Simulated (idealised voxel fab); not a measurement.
process module | voxel wiring stack
cross-section cut | 185 nm wide | cells 5 nm
A cross-section is a grid of square cells, given in bands from the top down. A band is one or more rows of cells.
Each band's line starts with the height of the band's top and of its bottom, in nm. Then come its materials from left to right, each with its width in nm. One material with "throughout" fills the band from edge to edge. "air" is empty space.
Height 0 is the level under which the wafer as received is all one material. The lowest band goes on downwards, as in "0 down".
A width such as "30 to 40" changes by the same amount from each row of cells to the next, from the band's top row to its bottom row.
"no change" after a step means that no cell of the cross-section changed.
closed voids: empty space of 8 cells or more with no open way to the top, each as width x height at its distance from the left edge, in nm
after a step's settings: what the simulator itself notes on the step
overlay nm, on a step with a mask: how far to the right of its planned place the mask lay; to the left if negative
plan
1 op RECEIVE | material Si
2 op CONFORMAL_DEP | material SiO2 | thk nm 15
3 op DIRECTIONAL_DEP | material TiN | thk nm 5
4 op DIRECTIONAL_DEP | material W | thk nm 15
5 op PATTERN | tone cover | mask id METAL_1 | material resist | width nm 20 | pitch nm 45 | thk nm 20 | overlay nm 0
6 op DIRECTIONAL_ETCH | etch materials W | depth nm 15
7 op DIRECTIONAL_ETCH | etch materials TiN | depth nm 5
8 op STRIP | etch materials resist
9 op CONFORMAL_DEP | material SiN | thk nm 5
10 op FILL_DEP | material lowk | thk nm 5
11 op CMP | height nm 35
12 op CONFORMAL_DEP | material SiCN | thk nm 5
13 op DIRECTIONAL_DEP | material SiO2 | thk nm 35
14 op MASKED_ETCH | tone open | mask id METAL_2 | width nm 20 | pitch nm 45 | etch materials SiO2 | depth nm 20 | overlay nm 0
15 op DIRECTIONAL_DEP | material aC | thk nm 15
16 op PATTERN | tone open | mask id METAL_2_HOLES | material resist | width nm 15 | pitch nm 45 | thk nm 35 | overlay nm 0
17 op DIRECTIONAL_ETCH | etch materials aC | depth nm 15
18 op STRIP | etch materials resist
19 op DIRECTIONAL_ETCH | etch materials SiO2 | depth nm 15
20 op DIRECTIONAL_ETCH | etch materials SiCN | depth nm 5
21 op STRIP | etch materials aC
22 op CONFORMAL_DEP | material TiN | thk nm 5
23 op FILL_DEP | material Cu | thk nm 5
24 op CMP | height nm 75
25 op CONFORMAL_DEP | material SiCN | thk nm 5
26 op DIRECTIONAL_DEP | material lowk | thk nm 10
27 op PATTERN | tone open | mask id PLUG_2 | material resist | width nm 15 | thk nm 20 | overlay nm 0
28 op DIRECTIONAL_ETCH | etch materials lowk | depth nm 10
29 op DIRECTIONAL_ETCH | etch materials SiCN | depth nm 5
30 op STRIP | etch materials resist
31 op CONFORMAL_DEP | material TiN | thk nm 5
32 op FILL_DEP | material W | thk nm 5
33 op CMP | height nm 90
34 op CONFORMAL_DEP | material SiCN | thk nm 5
35 op DIRECTIONAL_DEP | material SiO2 | thk nm 25
36 op PATTERN | tone open | mask id METAL_3 | material resist | width nm 20 | pitch nm 45 | thk nm 20 | overlay nm 0
37 op DIRECTIONAL_ETCH | etch materials SiO2 | depth nm 25
38 op DIRECTIONAL_ETCH | etch materials SiCN | depth nm 5
39 op STRIP | etch materials resist
40 op CONFORMAL_DEP | material TiN | thk nm 5
41 op FILL_DEP | material Cu | thk nm 10
42 op CMP | height nm 120
43 op CONFORMAL_DEP | material SiCN | thk nm 5
44 op DIRECTIONAL_DEP | material lowk | thk nm 10
45 op PATTERN | tone open | mask id PLUG_3 | material resist | width nm 15 | pitch nm 45 | thk nm 15 | overlay nm 0
46 op DIRECTIONAL_ETCH | etch materials lowk | depth nm 10
47 op DIRECTIONAL_ETCH | etch materials SiCN | depth nm 5
48 op STRIP | etch materials resist
49 op EPI | material Ru | thk nm 10
50 op EPI | material Ru | thk nm 5
51 op DIRECTIONAL_DEP | material TiN | thk nm 5
52 op DIRECTIONAL_DEP | material W | thk nm 25
53 op MASKED_ETCH | tone cover | mask id METAL_4 | width nm 20 | pitch nm 45 | etch materials W | depth nm 25 | overlay nm 0
54 op MASKED_ETCH | tone cover | mask id METAL_4 | width nm 20 | pitch nm 45 | etch materials TiN | depth nm 5 | overlay nm 0
55 op CONFORMAL_DEP | material SiN | thk nm 5
56 op FILL_DEP | material SiO2 | thk nm 10
57 op CMP | height nm 165
58 op CONFORMAL_DEP | material SiN | thk nm 5
as received, after step 1
  0 down: Si throughout
  closed voids: none
first wafer at the end, as planned
  170 to 165: SiN throughout
  165 to 140: SiO2 55 | SiN 5 | W 20 | SiN 5 | SiO2 15 | SiN 5 | W 20 | SiN 5 | SiO2 55
  140 to 135: SiN 60 | TiN 20 | SiN 25 | TiN 20 | SiN 60
  135 to 125: lowk 60 | Ru 15 | lowk 30 | Ru 15 | lowk 65
  125 to 120: SiCN 60 | Ru 15 | SiCN 30 | Ru 15 | SiCN 65
  120 to 95: SiO2 60 | TiN 5 | Cu 10 | TiN 5 | SiO2 25 | TiN 5 | Cu 10 | TiN 5 | SiO2 60
  95 to 90: SiCN 60 | TiN 20 | SiCN 25 | TiN 20 | SiCN 60
  90 to 80: lowk 60 | TiN 5 | W 5 | TiN 5 | lowk 110
  80 to 75: SiCN 60 | TiN 15 | SiCN 110
  75 to 60: SiO2 60 | TiN 5 | Cu 10 | TiN 5 | SiO2 25 | TiN 5 | Cu 10 | TiN 5 | SiO2 60
  60 to 55: SiO2 60 | TiN 5 | Cu 5 | TiN 10 | SiO2 25 | TiN 5 | Cu 5 | TiN 10 | SiO2 60
  55 to 40: SiO2 60 | TiN 5 | Cu 5 | TiN 5 | SiO2 30 | TiN 5 | Cu 5 | TiN 5 | SiO2 65
  40 to 35: SiCN 60 | TiN 15 | SiCN 30 | TiN 15 | SiCN 65
  35 to 20: lowk 55 | SiN 5 | W 20 | SiN 5 | lowk 15 | SiN 5 | W 20 | SiN 5 | lowk 55
  20 to 15: SiN 60 | TiN 20 | SiN 25 | TiN 20 | SiN 60
  15 to 0: SiO2 throughout
  0 down: Si throughout
  closed voids: none
second wafer at the end: like start, like plan, one mistake
  185 to 180: SiN throughout
  180 to 170: SiO2 throughout
  170 to 165: SiO2 55 | SiN 30 | SiO2 15 | SiN 30 | SiO2 55
  165 to 140: SiO2 55 | SiN 5 | W 20 | SiN 5 | SiO2 15 | SiN 5 | W 20 | SiN 5 | SiO2 55
  140 to 135: SiN 60 | TiN 20 | SiN 25 | TiN 20 | SiN 60
  135 to 125: lowk 60 | Ru 15 | lowk 30 | Ru 15 | lowk 65
  125 to 120: SiCN 60 | Ru 15 | SiCN 30 | Ru 15 | SiCN 65
  120 to 95: SiO2 60 | TiN 5 | Cu 10 | TiN 5 | SiO2 25 | TiN 5 | Cu 10 | TiN 5 | SiO2 60
  95 to 90: SiCN 60 | TiN 20 | SiCN 25 | TiN 20 | SiCN 60
  90 to 80: lowk 60 | TiN 5 | W 5 | TiN 5 | lowk 110
  80 to 75: SiCN 60 | TiN 15 | SiCN 110
  75 to 60: SiO2 60 | TiN 5 | Cu 10 | TiN 5 | SiO2 25 | TiN 5 | Cu 10 | TiN 5 | SiO2 60
  60 to 55: SiO2 60 | TiN 5 | Cu 5 | TiN 10 | SiO2 25 | TiN 5 | Cu 5 | TiN 10 | SiO2 60
  55 to 40: SiO2 60 | TiN 5 | Cu 5 | TiN 5 | SiO2 30 | TiN 5 | Cu 5 | TiN 5 | SiO2 65
  40 to 35: SiCN 60 | TiN 15 | SiCN 30 | TiN 15 | SiCN 65
  35 to 20: lowk 55 | SiN 5 | W 20 | SiN 5 | lowk 15 | SiN 5 | W 20 | SiN 5 | lowk 55
  20 to 15: SiN 60 | TiN 20 | SiN 25 | TiN 20 | SiN 60
  15 to 0: SiO2 throughout
  0 down: Si throughout
  closed voids: none
what went wrong: step 57 was left out
at the end the second wafer has, in cells: 12 more of SiN | 99 more of SiO2
